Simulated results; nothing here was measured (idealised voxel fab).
Process module under the name voxel plated lines
Each square cell in cross-section cut measures 5 nm, and the section as a whole is 225 nm wide.
Cross-section layout: square cells on a grid; listed as bands, top to bottom; a band spans one or more cell rows. The entry gives the band's vertical extent as a top height and a bottom height in nm, then its horizontal make-up as materials from left to right, each with a width in nm. "empty" stands for empty space; a single material marked "full width" fills the band edge to edge. It should be noted that heights are counted from 0, beneath which the wafer as supplied is of one material throughout, and that the lowest band possesses no lower boundary but continues downward, as written in "from 0 down". The width entry "30->40" should be interpreted row by row: the top row of cells in the band takes the first number, the bottom row takes the second number, and the change between adjacent rows is uniform throughout. The designation "nothing altered", where it is given for a processing step, indicates that no cell of the cross-section was altered in the course of that step. Heads up: "Catalogued sealed voids" only lists the empty pockets with no open path to the top that are 8 cells or more, and it writes them as width x height at distance, distance from the left edge, in nm. It should be noted that, on the line of a given step, the content following the step's settings is a remark produced by the simulator itself with respect to that step. A step line may carry the setting "overlay nm", which, for steps involving a mask, states the distance by which the mask lay to the right of its intended position; negative values denote displacement to the left.
[The planned process steps are enumerated hereunder]
step 1: RECEIVE with material Si
step 2: CONFORMAL_DEP with material SiO2, thk nm 5
step 3: DIRECTIONAL_DEP with material TiN, thk nm 5
step 4: PATTERN with tone open, mask id LINES, material resist, width nm 20, pitch nm 45, thk nm 30, overlay nm 0
step 5: EPI with material Ru, thk nm 10
step 6: EPI with material Ru, thk nm 10
step 7: STRIP with etch materials resist
step 8: DIRECTIONAL_ETCH with etch materials TiN, depth nm 5
step 9: CONFORMAL_DEP with material SiN, thk nm 10
All wafers enter the flow in the same state. The width nm at step 4 differs from wafer to wafer, and the plan gives the value for the first wafer.
[The first of several wafers in cross-section, exactly as it reached us after step 1]
> from 0 down | Si full width
> Catalogued sealed voids: none
[Here is the cross-section of the first of several wafers at the end of the module, after its last step, step 9]
> from 40 to 30 | 45 empty | 40 SiN | 5 empty | 40 SiN | 5 empty | 40 SiN | 50 empty
> from 30 to 15 | 45 empty | 10 SiN | 20 Ru | 10 SiN | 5 empty | 10 SiN | 20 Ru | 10 SiN | 5 empty | 10 SiN | 20 Ru | 10 SiN | 50 empty
> from 15 to 10 | 55 SiN | 20 Ru | 25 SiN | 20 Ru | 25 SiN | 20 Ru | 60 SiN
> from 10 to 5 | 55 SiN | 20 TiN | 25 SiN | 20 TiN | 25 SiN | 20 TiN | 60 SiN
> from 5 to 0 | SiO2 full width
> from 0 down | Si full width
> Catalogued sealed voids: none
[Cross-sectional depiction of the last of several wafers upon completion of the module]
> from 40 to 30 | 40 empty | 140 SiN | 45 empty
> from 30 to 15 | 40 empty | 10 SiN | 30 Ru | 15 SiN | 30 Ru | 15 SiN | 30 Ru | 10 SiN | 45 empty
> from 15 to 10 | 50 SiN | 30 Ru | 15 SiN | 30 Ru | 15 SiN | 30 Ru | 55 SiN
> from 10 to 5 | 50 SiN | 30 TiN | 15 SiN | 30 TiN | 15 SiN | 30 TiN | 55 SiN
> from 5 to 0 | SiO2 full width
> from 0 down | Si full width
> Catalogued sealed voids: none
[So in this table every wafer gets its own row, and what you see is where it stands at the end of the module: for each material, how many cells it picked up (+) or gave up (-) since we received it, and after that its closed voids]
width nm 20; +48 Ru; +150 SiN; +45 SiO2; +12 TiN; Catalogued sealed voids: none
width nm 25; +60 Ru; +150 SiN; +45 SiO2; +15 TiN; Catalogued sealed voids: none
width nm 30; +72 Ru; +140 SiN; +45 SiO2; +18 TiN; Catalogued sealed voids: none
